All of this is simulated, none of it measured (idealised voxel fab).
Process module name: voxel trench capacitor
Section shown: cut. Width: 215 nm. Cell size: 5 nm, square.
Cross-section format: a grid of square cells, given as bands from top to bottom; each band is one or more rows of cells. Top, bottom (nm), then materials left to right with widths (nm); lone material tagged "full width" fills the whole band edge to edge; "empty" = empty space. Measure heights from 0. That's the level where, below it, the as-received wafer is all one material. The lowest band is bottomless and extends downward; write it as in "top 0, no bottom". When a width is written as two numbers, as in "30 to 40", the first number is the width in the top row of cells of the band and the second is the width in its bottom row, and the width changes by the same amount from each row to the next. You'll sometimes find "stayed the same" written for a step, and that's the way of saying that nowhere in the cross-section did a cell change during that step. "Enclosed cavities": sealed empty spaces, 8 cells or more, no open way to top, listed width x height at distance, with distance from the left edge and width, height and distance in nm. Post-settings text on a step line: simulator's own remark regarding the step. For masked steps, "overlay nm" on the step line gives how far right of plan the mask actually lay; a minus sign means it lay to the left.

Process steps (planned)
1) RECEIVE,material Si
2) CONFORMAL_DEP,material SiN,thk nm 10
3) DIRECTIONAL_DEP,material aC,thk nm 15
4) PATTERN,tone open,mask id TRENCH,material resist,width nm 30,pitch nm 50,thk nm 30,overlay nm 0
5) DIRECTIONAL_ETCH,etch materials aC,depth nm 15
6) STRIP,etch materials resist
7) DIRECTIONAL_ETCH,etch materials SiN,depth nm 10
8) DIRECTIONAL_ETCH,etch materials Si,depth nm 35
9) STRIP,etch materials aC
10) CONFORMAL_DEP,material HfO2,thk nm 5
11) CONFORMAL_DEP,material TiN,thk nm 5
12) FILL_DEP,material W,thk nm 10
13) CMP,height nm 10

Cross-section of the wafer at receipt, which is the condition after step 1
* top 0, no bottom | Si full width
* Enclosed cavities: none

Cross-section taken at module completion on the first of two wafers; processed per the plan
* top 10, bottom 0 | SiN=15 / HfO2=5 / TiN=5 / W=10 / TiN=5 / HfO2=5 / SiN=20 / HfO2=5 / TiN=5 / W=10 / TiN=5 / HfO2=5 / SiN=20 / HfO2=5 / TiN=5 / W=10 / TiN=5 / HfO2=5 / SiN=20 / HfO2=5 / TiN=5 / W=10 / TiN=5 / HfO2=5 / SiN=20
* top 0, bottom -25 | Si=15 / HfO2=5 / TiN=5 / W=10 / TiN=5 / HfO2=5 / Si=20 / HfO2=5 / TiN=5 / W=10 / TiN=5 / HfO2=5 / Si=20 / HfO2=5 / TiN=5 / W=10 / TiN=5 / HfO2=5 / Si=20 / HfO2=5 / TiN=5 / W=10 / TiN=5 / HfO2=5 / Si=20
* top -25, bottom -30 | Si=15 / HfO2=5 / TiN=20 / HfO2=5 / Si=20 / HfO2=5 / TiN=20 / HfO2=5 / Si=20 / HfO2=5 / TiN=20 / HfO2=5 / Si=20 / HfO2=5 / TiN=20 / HfO2=5 / Si=20
* top -30, bottom -35 | Si=15 / HfO2=30 / Si=20 / HfO2=30 / Si=20 / HfO2=30 / Si=20 / HfO2=30 / Si=20
* top -35, no bottom | Si full width
* Enclosed cavities: none

Wafer two, end of module, cross-section. Same start, same plan as wafer one. One mistake in the run
* top 10, bottom 0 | SiN=15 / HfO2=5 / TiN=5 / W=10 / TiN=5 / HfO2=5 / SiN=20 / HfO2=5 / TiN=5 / W=10 / TiN=5 / HfO2=5 / SiN=20 / HfO2=5 / TiN=5 / W=10 / TiN=5 / HfO2=5 / SiN=20 / HfO2=5 / TiN=5 / W=10 / TiN=5 / HfO2=5 / SiN=20
* top 0, bottom -60 | Si=15 / HfO2=5 / TiN=5 / W=10 / TiN=5 / HfO2=5 / Si=20 / HfO2=5 / TiN=5 / W=10 / TiN=5 / HfO2=5 / Si=20 / HfO2=5 / TiN=5 / W=10 / TiN=5 / HfO2=5 / Si=20 / HfO2=5 / TiN=5 / W=10 / TiN=5 / HfO2=5 / Si=20
* top -60, bottom -65 | Si=15 / HfO2=5 / TiN=20 / HfO2=5 / Si=20 / HfO2=5 / TiN=20 / HfO2=5 / Si=20 / HfO2=5 / TiN=20 / HfO2=5 / Si=20 / HfO2=5 / TiN=20 / HfO2=5 / Si=20
* top -65, bottom -70 | Si=15 / HfO2=30 / Si=20 / HfO2=30 / Si=20 / HfO2=30 / Si=20 / HfO2=30 / Si=20
* top -70, no bottom | Si full width
* Enclosed cavities: none
In executing the process, a mistake was made relative to the plan: it should be noted that step 8 of the plan was executed twice
The final cell counts differ between the wafers, with the second having more or fewer of some materials than the first: HfO2: 56 more; Si: 168 fewer; TiN: 56 more; W: 56 more
